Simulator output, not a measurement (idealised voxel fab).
Name of the process module below: voxel quadruple lines
Section shown: cut. Width: 260 nm. Cell size: 5 nm, square.
We lay out every cross-section as a grid of square cells and spell it out in bands from the top down, where one band means one or more rows of cells. Band entry format. Leading values: height of top, height of bottom, nm. Remainder: materials in left-to-right order, each with its width in nm. Special words: "edge to edge" on a single material, which then fills the band edge to edge; "empty", empty space. Zero point of the height axis is 0; under it, received wafer = one material. Lowest band: continues down indefinitely, "0 and below". Note: "30->40" means the width goes from the first number (top row of the band) to the second number (bottom row) in equal steps per row of cells. You'll sometimes find "nothing altered" written for a step, and that's the way of saying that nowhere in the cross-section did a cell change during that step. Empty spaces without an open route to the top, at least 8 cells in extent, make up the entry "Closed internal cavities"; each is given as width x height at distance, where the distance is measured from the left edge, and all are in nm. What comes after the settings on a step's line is commentary from the simulator itself on that step. For masked steps, "overlay nm" on the step line gives how far right of plan the mask actually lay; a minus sign means it lay to the left.

Process steps foreseen in the plan:
1: RECEIVE (material Si)
2: CONFORMAL_DEP (material SiO2; thk nm 10)
3: DIRECTIONAL_DEP (material Ru; thk nm 10)
4: DIRECTIONAL_DEP (material polySi; thk nm 20)
5: DIRECTIONAL_DEP (material aC; thk nm 20)
6: PATTERN (tone cover; mask id MANDREL; material resist; width nm 35; pitch nm 100; thk nm 30; overlay nm 0)
7: DIRECTIONAL_ETCH (etch materials aC; depth nm 20)
8: STRIP (etch materials resist)
9: CONFORMAL_DEP (material SiO2; thk nm 15)
10: DIRECTIONAL_ETCH (etch materials SiO2; depth nm 15)
11: STRIP (etch materials aC)
12: DIRECTIONAL_ETCH (etch materials polySi; depth nm 20)
13: STRIP (etch materials SiO2)
14: CONFORMAL_DEP (material SiCN; thk nm 10)
15: DIRECTIONAL_ETCH (etch materials SiCN; depth nm 10)
16: STRIP (etch materials polySi)
17: DIRECTIONAL_ETCH (etch materials Ru; depth nm 10)
18: STRIP (etch materials SiCN)
19: FILL_DEP (material lowk; thk nm 5)
20: CMP (height nm 20)

Cross-section of the wafer upon arrival, representing the state reached after step 1:
* 0 and below | Si edge to edge
* Closed internal cavities: none

This is how the wafer looks in cross-section once the module is done, given the starting state and plan above and one mistake in carrying the plan out:
* 20 down to 10 | lowk 40 nm / Ru 10 nm / lowk 15 nm / Ru 10 nm / lowk 10 nm / Ru 10 nm / lowk 15 nm / Ru 10 nm / lowk 20 nm / Ru 10 nm / lowk 15 nm / Ru 10 nm / lowk 10 nm / Ru 10 nm / lowk 15 nm / Ru 10 nm / lowk 40 nm
* 10 down to 0 | SiO2 edge to edge
* 0 and below | Si edge to edge
* Closed internal cavities: none
Nonconformance to the process plan: step 6 did not happen as planned, as run it was PATTERN (tone cover; mask id MANDREL; material resist; width nm 30; pitch nm 100; thk nm 30; overlay nm 0)
